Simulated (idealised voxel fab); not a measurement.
Name of the process module below: voxel ribs on slabs
220 nm wide, 5 nm square cells: that's cross-section cut.
Reading order for cross-sections: top band down to bottom band. Underlying form: a grid of square cells. Band size: one or more rows of cells. Within each band entry, the heights of the top and of the bottom of the band appear first, in that order and in nm; the materials of the band then follow from left to right, each with its corresponding width in nm. The designation "all across" on a single material indicates that it fills the band from edge to edge; the designation "empty" indicates empty space. All heights in this document are referenced to 0, defined as the level beneath which the wafer, as received, consists entirely of one material. The lowest band is not bounded below; it extends indefinitely downward and is written in the form "top 0, no bottom". It should be noted that a width expressed as "30..40" varies in equal increments from row to row of cells within the band, taking the value of the first number at the top row and that of the second number at the bottom row. Reading "identical to before" for a step: not a cell of the cross-section changed in it. Heads up: "Enclosed empty spaces" only lists the empty pockets with no open path to the top that are 8 cells or more, and it writes them as width x height at distance, distance from the left edge, in nm. On a step's line, text after the settings is the simulator commenting on that step. For masked steps, "overlay nm" on the step line gives how far right of plan the mask actually lay; a minus sign means it lay to the left.

This section lists the process steps that were planned
| 1 | RECEIVE,material Si |
| 2 | DIRECTIONAL_DEP,material SiO2,thk nm 20 |
| 3 | DIRECTIONAL_DEP,material polySi,thk nm 20 |
| 4 | PATTERN,tone cover,mask id RIB,material resist,width nm 20,thk nm 20,overlay nm 0 |
| 5 | DIRECTIONAL_ETCH,etch materials polySi,depth nm 5 |
| 6 | STRIP,etch materials resist |
| 7 | DIRECTIONAL_DEP,material aC,thk nm 10 |
| 8 | PATTERN,tone cover,mask id SLAB,material resist,width nm 70,thk nm 30,overlay nm 0 |
| 9 | DIRECTIONAL_ETCH,etch materials aC,depth nm 10 |
| 10 | STRIP,etch materials resist |
| 11 | DIRECTIONAL_ETCH,etch materials polySi,depth nm 15 |
| 12 | STRIP,etch materials aC |
| 13 | FILL_DEP,material SiO2,thk nm 20 |
| 14 | CMP,height nm 55 |
| 15 | DIRECTIONAL_DEP,material TiN,thk nm 10 |
| 16 | PATTERN,tone cover,mask id HEATER,material resist,width nm 30,thk nm 15,overlay nm 0 |
| 17 | DIRECTIONAL_ETCH,etch materials TiN,depth nm 10 |
| 18 | STRIP,etch materials resist |
| 19 | CONFORMAL_DEP,material SiN,thk nm 5 |

The first of two wafers, run as planned

Received-state cross-section, reflecting completion of step 1
* top 0, no bottom  Si all across
* Enclosed empty spaces: none

Sectional view: wafer, after step 2
* top 20, bottom 0  SiO2 all across
* Below 0, no change.

Sectional view: wafer, after step 3
* top 40, bottom 20  polySi all across
* Below 20, no change.

Sectional view: wafer, after step 4
* top 60, bottom 40  empty 100 nm / resist 20 nm / empty 100 nm
* Below 40, no change.

Sectional view: wafer, after step 5
* top 60, bottom 40  empty 100 nm / resist 20 nm / empty 100 nm
* top 40, bottom 35  empty 100 nm / polySi 20 nm / empty 100 nm
* Below 35, no change.

Sectional view: wafer, after step 6
* top 40, bottom 35  empty 100 nm / polySi 20 nm / empty 100 nm
* Below 35, no change.

Sectional view: wafer, after step 7
* top 50, bottom 45  empty 100 nm / aC 20 nm / empty 100 nm
* top 45, bottom 40  aC all across
* top 40, bottom 35  aC 100 nm / polySi 20 nm / aC 100 nm
* Below 35, no change.

Sectional view: wafer, after step 8
* top 80, bottom 50  empty 75 nm / resist 70 nm / empty 75 nm
* top 50, bottom 45  empty 75 nm / resist 25 nm / aC 20 nm / resist 25 nm / empty 75 nm
* Below 45, no change.

Sectional view: wafer, after step 9
* top 70, bottom 50  empty 75 nm / resist 70 nm / empty 75 nm
* top 50, bottom 45  empty 75 nm / resist 25 nm / aC 20 nm / resist 25 nm / empty 75 nm
* top 45, bottom 40  empty 75 nm / aC 70 nm / empty 75 nm
* top 40, bottom 35  empty 75 nm / aC 25 nm / polySi 20 nm / aC 25 nm / empty 75 nm
* Below 35, no change.

Sectional view: wafer, after step 10
* top 50, bottom 40  empty 100..75 nm / aC 20..70 nm / empty 100..75 nm
* Below 40, no change.

Sectional view: wafer, after step 11
* top 50, bottom 40  empty 100..75 nm / aC 20..70 nm / empty 100..75 nm
* top 40, bottom 35  empty 75 nm / aC 25 nm / polySi 20 nm / aC 25 nm / empty 75 nm
* top 35, bottom 20  empty 75 nm / polySi 70 nm / empty 75 nm
* Below 20, no change.

Sectional view: wafer, after step 12
* top 40, bottom 35  empty 100 nm / polySi 20 nm / empty 100 nm
* Below 35, no change.

Sectional view: wafer, after step 13
* top 60, bottom 40  SiO2 all across
* top 40, bottom 35  SiO2 100 nm / polySi 20 nm / SiO2 100 nm
* top 35, bottom 20  SiO2 75 nm / polySi 70 nm / SiO2 75 nm
* Below 20, no change.

Sectional view: wafer, after step 14
* top 55, bottom 40  SiO2 all across
* Below 40, no change.

Sectional view: wafer, after step 15
* top 65, bottom 55  TiN all across
* Below 55, no change.

Sectional view: wafer, after step 16
* top 80, bottom 65  empty 95 nm / resist 30 nm / empty 95 nm
* Below 65, no change.

Sectional view: wafer, after step 17
* top 80, bottom 65  empty 95 nm / resist 30 nm / empty 95 nm
* top 65, bottom 55  empty 95 nm / TiN 30 nm / empty 95 nm
* Below 55, no change.

Sectional view: wafer, after step 18
* top 65, bottom 55  empty 95 nm / TiN 30 nm / empty 95 nm
* Below 55, no change.

Sectional view: wafer, after step 19
* top 70, bottom 65  empty 90 nm / SiN 40 nm / empty 90 nm
* top 65, bottom 60  empty 90 nm / SiN 5 nm / TiN 30 nm / SiN 5 nm / empty 90 nm
* top 60, bottom 55  SiN 95 nm / TiN 30 nm / SiN 95 nm
* Below 55, no change.

Wafer two of two - same starting point, same process plan, one mistake in execution; matches wafer one up to and including step 2

X-section, second wafer, when step 3 was due to finish
* top 50, bottom 20  polySi all across
* Below 20, no change.

X-section, second wafer, when step 4 was due to finish
* top 70, bottom 50  empty 100 nm / resist 20 nm / empty 100 nm
* Below 50, no change.

X-section, second wafer, when step 5 was due to finish
* top 70, bottom 50  empty 100 nm / resist 20 nm / empty 100 nm
* top 50, bottom 45  empty 100 nm / polySi 20 nm / empty 100 nm
* Below 45, no change.

X-section, second wafer, when step 6 was due to finish
* top 50, bottom 45  empty 100 nm / polySi 20 nm / empty 100 nm
* Below 45, no change.

X-section, second wafer, when step 7 was due to finish
* top 60, bottom 55  empty 100 nm / aC 20 nm / empty 100 nm
* top 55, bottom 50  aC all across
* top 50, bottom 45  aC 100 nm / polySi 20 nm / aC 100 nm
* Below 45, no change.

X-section, second wafer, when step 8 was due to finish
* top 90, bottom 60  empty 75 nm / resist 70 nm / empty 75 nm
* top 60, bottom 55  empty 75 nm / resist 25 nm / aC 20 nm / resist 25 nm / empty 75 nm
* Below 55, no change.

X-section, second wafer, when step 9 was due to finish
* top 80, bottom 60  empty 75 nm / resist 70 nm / empty 75 nm
* top 60, bottom 55  empty 75 nm / resist 25 nm / aC 20 nm / resist 25 nm / empty 75 nm
* top 55, bottom 50  empty 75 nm / aC 70 nm / empty 75 nm
* top 50, bottom 45  empty 75 nm / aC 25 nm / polySi 20 nm / aC 25 nm / empty 75 nm
* Below 45, no change.

X-section, second wafer, when step 10 was due to finish
* top 60, bottom 50  empty 100..75 nm / aC 20..70 nm / empty 100..75 nm
* Below 50, no change.

X-section, second wafer, when step 11 was due to finish
* top 60, bottom 50  empty 100..75 nm / aC 20..70 nm / empty 100..75 nm
* top 50, bottom 45  empty 75 nm / aC 25 nm / polySi 20 nm / aC 25 nm / empty 75 nm
* top 45, bottom 30  empty 75 nm / polySi 70 nm / empty 75 nm
* Below 30, no change.

X-section, second wafer, when step 12 was due to finish
* top 50, bottom 45  empty 100 nm / polySi 20 nm / empty 100 nm
* Below 45, no change.

X-section, second wafer, when step 13 was due to finish
* top 70, bottom 50  SiO2 all across
* top 50, bottom 45  SiO2 100 nm / polySi 20 nm / SiO2 100 nm
* top 45, bottom 30  SiO2 75 nm / polySi 70 nm / SiO2 75 nm
* Below 30, no change.

X-section, second wafer, when step 14 was due to finish
* top 55, bottom 50  SiO2 all across
* Below 50, no change.

X-section, second wafer, when step 15 was due to finish
* top 65, bottom 55  TiN all across
* Below 55, no change.

X-section, second wafer, when step 16 was due to finish
* top 80, bottom 65  empty 95 nm / resist 30 nm / empty 95 nm
* Below 65, no change.

X-section, second wafer, when step 17 was due to finish
* top 80, bottom 65  empty 95 nm / resist 30 nm / empty 95 nm
* top 65, bottom 55  empty 95 nm / TiN 30 nm / empty 95 nm
* Below 55, no change.

X-section, second wafer, when step 18 was due to finish
* top 65, bottom 55  empty 95 nm / TiN 30 nm / empty 95 nm
* Below 55, no change.

X-section, second wafer, when step 19 was due to finish
* top 70, bottom 65  empty 90 nm / SiN 40 nm / empty 90 nm
* top 65, bottom 60  empty 90 nm / SiN 5 nm / TiN 30 nm / SiN 5 nm / empty 90 nm
* top 60, bottom 55  SiN 95 nm / TiN 30 nm / SiN 95 nm
* Below 55, no change.
Error vs. plan: step 3 did not use the planned setting and instead ran as DIRECTIONAL_DEP,material polySi,thk nm 30
Final wafer comparison in cells, second versus first, more or fewer per material: 88 fewer of SiO2; 88 more of polySi
